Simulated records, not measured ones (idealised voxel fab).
process module | voxel quadruple lines
cross-section cut | 260 nm wide | cells 5 nm
A cross-section is a grid of square cells, given in bands from the top down. A band is one or more rows of cells.
Each band's line starts with the height of the band's top and of its bottom, in nm. Then come its materials from left to right, each with its width in nm. One material with "throughout" fills the band from edge to edge. "air" is empty space.
Height 0 is the level under which the wafer as received is all one material. The lowest band goes on downwards, as in "0 down".
A width such as "30 to 40" changes by the same amount from each row of cells to the next, from the band's top row to its bottom row.
"no change" after a step means that no cell of the cross-section changed.
closed voids: empty space of 8 cells or more with no open way to the top, each as width x height at its distance from the left edge, in nm
after a step's settings: what the simulator itself notes on the step
overlay nm, on a step with a mask: how far to the right of its planned place the mask lay; to the left if negative
plan
1 op RECEIVE | material Si
2 op CONFORMAL_DEP | material SiO2 | thk nm 5
3 op DIRECTIONAL_DEP | material Ru | thk nm 10
4 op DIRECTIONAL_DEP | material polySi | thk nm 15
5 op DIRECTIONAL_DEP | material aC | thk nm 20
6 op PATTERN | tone cover | mask id MANDREL | material resist | width nm 35 | thk nm 25 | overlay nm 0
7 op DIRECTIONAL_ETCH | etch materials aC | depth nm 20
8 op STRIP | etch materials resist
9 op CONFORMAL_DEP | material SiO2 | thk nm 15
10 op DIRECTIONAL_ETCH | etch materials SiO2 | depth nm 15
11 op STRIP | etch materials aC
12 op DIRECTIONAL_ETCH | etch materials polySi | depth nm 15
13 op STRIP | etch materials SiO2
14 op CONFORMAL_DEP | material SiCN | thk nm 10
15 op DIRECTIONAL_ETCH | etch materials SiCN | depth nm 10
16 op STRIP | etch materials polySi
17 op DIRECTIONAL_ETCH | etch materials Ru | depth nm 10
18 op STRIP | etch materials SiCN
as received, after step 1
  0 down: Si throughout
  closed voids: none
first wafer at the end, as planned
  15 to 5: air 85 | Ru 10 | air 15 | Ru 10 | air 15 | Ru 10 | air 15 | Ru 10 | air 90
  5 to 0: SiO2 throughout
  0 down: Si throughout
  closed voids: none
second wafer at the end: like start, like plan, one mistake
  15 to 5: air 90 | Ru 10 | air 15 | Ru 10 | air 15 | Ru 10 | air 15 | Ru 10 | air 85
  5 to 0: SiO2 throughout
  0 down: Si throughout
  closed voids: none
what went wrong: step 6 ran as: op PATTERN | tone cover | mask id MANDREL | material resist | width nm 35 | thk nm 25 | overlay nm 5
at the end the second wafer has, in cells: as many of each material as the first, in other places
